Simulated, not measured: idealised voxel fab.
Process module heading - voxel released beams
Square cells of 5 nm make up the cross-section cut, whose width is 165 nm.
When this document writes out a cross-section, it uses a grid of square cells and lists it as bands, beginning at the top and moving down, with a band standing for one or more rows of cells.
Heads up on the band format: heights come first, top then bottom, in nm. After that it's the materials left to right, each with its width in nm. A single material flagged "all across" fills the whole band edge to edge, and "empty" means there's empty space there.
Height is counted from the level 0, under which the received wafer is composed throughout of one material. The lowest of the bands is not closed at the bottom but continues downward, in the notation "0 nm and below".
Width: "30 to 40" (first number = top row, second number = bottom row, same change from row to row of cells).
Given "stayed the same" for a step, no cell of the cross-section differs between before and after that step.
Heads up: "Closed void table" only lists the empty pockets with no open path to the top that are 8 cells or more, and it writes them as width x height at distance, distance from the left edge, in nm.
after a step's settings: what the simulator itself notes on the step
If you see "overlay nm" on a step's line and that step has a mask, it's telling you how far right of where it was planned the mask ended up; a negative number means it went left instead.

Intended process steps
- 1: RECEIVE (material Si)
- 2: CONFORMAL_DEP (material SiN; thk nm 5)
- 3: DIRECTIONAL_DEP (material SiO2; thk nm 20)
- 4: DIRECTIONAL_DEP (material aC; thk nm 15)
- 5: PATTERN (tone open; mask id ANCHOR; material resist; width nm 30; thk nm 30; overlay nm 0)
- 6: DIRECTIONAL_ETCH (etch materials aC; depth nm 15)
- 7: STRIP (etch materials resist)
- 8: DIRECTIONAL_ETCH (etch materials SiO2; depth nm 20)
- 9: STRIP (etch materials aC)
- 10: CONFORMAL_DEP (material polySi; thk nm 10)
- 11: PATTERN (tone cover; mask id BEAM; material resist; width nm 75; thk nm 15; overlay nm 0)
- 12: DIRECTIONAL_ETCH (etch materials polySi; depth nm 10)
- 13: STRIP (etch materials resist)
- 14: STRIP (etch materials SiO2)

First wafer out of two, processed as planned

Wafer at receipt (post step 1), cross-section
  0 nm and below: Si all across
  Closed void table: none

The wafer in cross-section once step 2 is complete
  5 nm to 0 nm: SiN all across
  Rest of section, below 0: as before.

The wafer in cross-section once step 3 is complete
  25 nm to 5 nm: SiO2 all across
  Rest of section, below 5: as before.

The wafer in cross-section once step 4 is complete
  40 nm to 25 nm: aC all across
  Rest of section, below 25: as before.

The wafer in cross-section once step 5 is complete
  70 nm to 40 nm: 45 resist, 30 empty, 90 resist
  Rest of section, below 40: as before.

The wafer in cross-section once step 6 is complete
  55 nm to 40 nm: 45 resist, 30 empty, 90 resist
  40 nm to 25 nm: 45 aC, 30 empty, 90 aC
  Rest of section, below 25: as before.

The wafer in cross-section once step 7 is complete
  40 nm to 25 nm: 45 aC, 30 empty, 90 aC
  Rest of section, below 25: as before.

The wafer in cross-section once step 8 is complete
  40 nm to 25 nm: 45 aC, 30 empty, 90 aC
  25 nm to 5 nm: 45 SiO2, 30 empty, 90 SiO2
  Rest of section, below 5: as before.

The wafer in cross-section once step 9 is complete
  25 nm to 5 nm: 45 SiO2, 30 empty, 90 SiO2
  Rest of section, below 5: as before.

The wafer in cross-section once step 10 is complete
  35 nm to 25 nm: 55 polySi, 10 empty, 100 polySi
  25 nm to 15 nm: 45 SiO2, 10 polySi, 10 empty, 10 polySi, 90 SiO2
  15 nm to 5 nm: 45 SiO2, 30 polySi, 90 SiO2
  Rest of section, below 5: as before.

The wafer in cross-section once step 11 is complete
  50 nm to 35 nm: 40 empty, 75 resist, 50 empty
  35 nm to 25 nm: 55 polySi, 10 resist, 100 polySi
  25 nm to 15 nm: 45 SiO2, 10 polySi, 10 resist, 10 polySi, 90 SiO2
  Rest of section, below 15: as before.

The wafer in cross-section once step 12 is complete
  50 nm to 35 nm: 40 empty, 75 resist, 50 empty
  35 nm to 25 nm: 40 empty, 15 polySi, 10 resist, 50 polySi, 50 empty
  Rest of section, below 25: as before.

The wafer in cross-section once step 13 is complete
  35 nm to 25 nm: 40 empty, 15 polySi, 10 empty, 50 polySi, 50 empty
  25 nm to 15 nm: 45 SiO2, 10 polySi, 10 empty, 10 polySi, 90 SiO2
  Rest of section, below 15: as before.

The wafer in cross-section once step 14 is complete
  35 nm to 25 nm: 40 empty, 15 polySi, 10 empty, 50 polySi, 50 empty
  25 nm to 15 nm: 45 empty, 10 polySi, 10 empty, 10 polySi, 90 empty
  15 nm to 5 nm: 45 empty, 30 polySi, 90 empty
  Rest of section, below 5: as before.

Wafer two. Same start, same plan, one slip in execution. Same as wafer one through step 1, inclusive

Cross-section of the second wafer at the time step 2 of the plan should have ended
  20 nm to 0 nm: SiO2 all across
  Rest of section, below 0: as before.

Cross-section of the second wafer at the time step 3 of the plan should have ended
  25 nm to 20 nm: SiN all across
  Rest of section, below 20: as before.

Cross-section of the second wafer at the time step 4 of the plan should have ended
  40 nm to 25 nm: aC all across
  Rest of section, below 25: as before.

Cross-section of the second wafer at the time step 5 of the plan should have ended
  70 nm to 40 nm: 45 resist, 30 empty, 90 resist
  Rest of section, below 40: as before.

Cross-section of the second wafer at the time step 6 of the plan should have ended
  55 nm to 40 nm: 45 resist, 30 empty, 90 resist
  40 nm to 25 nm: 45 aC, 30 empty, 90 aC
  Rest of section, below 25: as before.

Cross-section of the second wafer at the time step 7 of the plan should have ended
  40 nm to 25 nm: 45 aC, 30 empty, 90 aC
  Rest of section, below 25: as before.

Cross-section of the second wafer at the time step 8 of the plan should have ended: stayed the same

Cross-section of the second wafer at the time step 9 of the plan should have ended
  25 nm to 20 nm: SiN all across
  Rest of section, below 20: as before.

Cross-section of the second wafer at the time step 10 of the plan should have ended
  35 nm to 25 nm: polySi all across
  Rest of section, below 25: as before.

Cross-section of the second wafer at the time step 11 of the plan should have ended
  50 nm to 35 nm: 40 empty, 75 resist, 50 empty
  Rest of section, below 35: as before.

Cross-section of the second wafer at the time step 12 of the plan should have ended
  50 nm to 35 nm: 40 empty, 75 resist, 50 empty
  35 nm to 25 nm: 40 empty, 75 polySi, 50 empty
  Rest of section, below 25: as before.

Cross-section of the second wafer at the time step 13 of the plan should have ended
  35 nm to 25 nm: 40 empty, 75 polySi, 50 empty
  Rest of section, below 25: as before.

Cross-section of the second wafer at the time step 14 of the plan should have ended: stayed the same
Deviation noted in wafer processing: steps 2 and 3 got flipped, so each one ran where the other should have
FYI, end of process, the second wafer has more or fewer cells of some materials than the first: 132 more of SiO2, 16 fewer of polySi
